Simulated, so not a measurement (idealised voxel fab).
A process module follows: voxel spacer lines.
Pictured: cross-section cut, 145 nm wide, on a grid of 5 nm square cells.
Cross-sections here: square-cell grids, written as top-down lists of bands, a band being one or more rows of cells.
The entry gives the band's vertical extent as a top height and a bottom height in nm, then its horizontal make-up as materials from left to right, each with a width in nm. "blank" stands for empty space; a single material marked "throughout" fills the band edge to edge.
Convention: height 0 is the level below which the wafer, as received, is all one material. The lowest band does not terminate at the bottom but continues downward, represented as "0..down".
Quick explanation for "30->40": the width changes in equal steps down the rows of cells, from the first number in the band's top row to the second number in its bottom row.
"all unchanged" for a step: no cell of the cross-section changed in that step.
Voids not open to the top, 8 cells minimum: see "Enclosed void listing". Written width x height at distance; distance is from the left edge; nm.
Where a step's line continues beyond its settings, the continuation is a remark by the simulator itself on that step.
If you see "overlay nm" on a step's line and that step has a mask, it's telling you how far right of where it was planned the mask ended up; a negative number means it went left instead.
THE PLANNED PROCESS STEPS ARE ENUMERATED HEREUNDER
step 1: RECEIVE: material Si
step 2: CONFORMAL_DEP: material Al2O3, thk nm 5
step 3: DIRECTIONAL_DEP: material W, thk nm 15
step 4: DIRECTIONAL_DEP: material polySi, thk nm 20
step 5: PATTERN: tone cover, mask id MANDREL, material resist, width nm 15, pitch nm 50, thk nm 30, overlay nm 0
step 6: DIRECTIONAL_ETCH: etch materials polySi, depth nm 20
step 7: STRIP: etch materials resist
step 8: CONFORMAL_DEP: material SiN, thk nm 10
step 9: DIRECTIONAL_ETCH: etch materials SiN, depth nm 10
step 10: STRIP: etch materials polySi
step 11: DIRECTIONAL_ETCH: etch materials W, depth nm 15
step 12: STRIP: etch materials SiN
step 13: FILL_DEP: material SiO2, thk nm 5
step 14: CMP: height nm 20
CROSS-SECTION OF THE WAFER AT RECEIPT, WHICH IS THE CONDITION AFTER STEP 1
- 0..down: Si throughout
- Enclosed void listing: none
CROSS-SECTIONAL IMAGE OF THE FIRST OF TWO WAFERS AT THE END OF THE MODULE, THE RUN HAVING PROCEEDED AS PLANNED
- 20..5: SiO2=30  W=10  SiO2=15  W=10  SiO2=15  W=10  SiO2=15  W=10  SiO2=30
- 5..0: Al2O3 throughout
- 0..down: Si throughout
- Enclosed void listing: none
SECOND OF TWO WAFERS, MODULE COMPLETE, SECTIONED: IT SHARES THE FIRST WAFER'S START AND PLAN BUT WAS RUN WITH ONE MISTAKE
- 20..15: Al2O3 throughout
- 15..0: W throughout
- 0..down: Si throughout
- Enclosed void listing: none
What went wrong in running the wafer? steps 2 and 3 traded places in the executed sequence
Final wafer comparison in cells, second versus first, more or fewer per material: 63 fewer of SiO2; 63 more of W
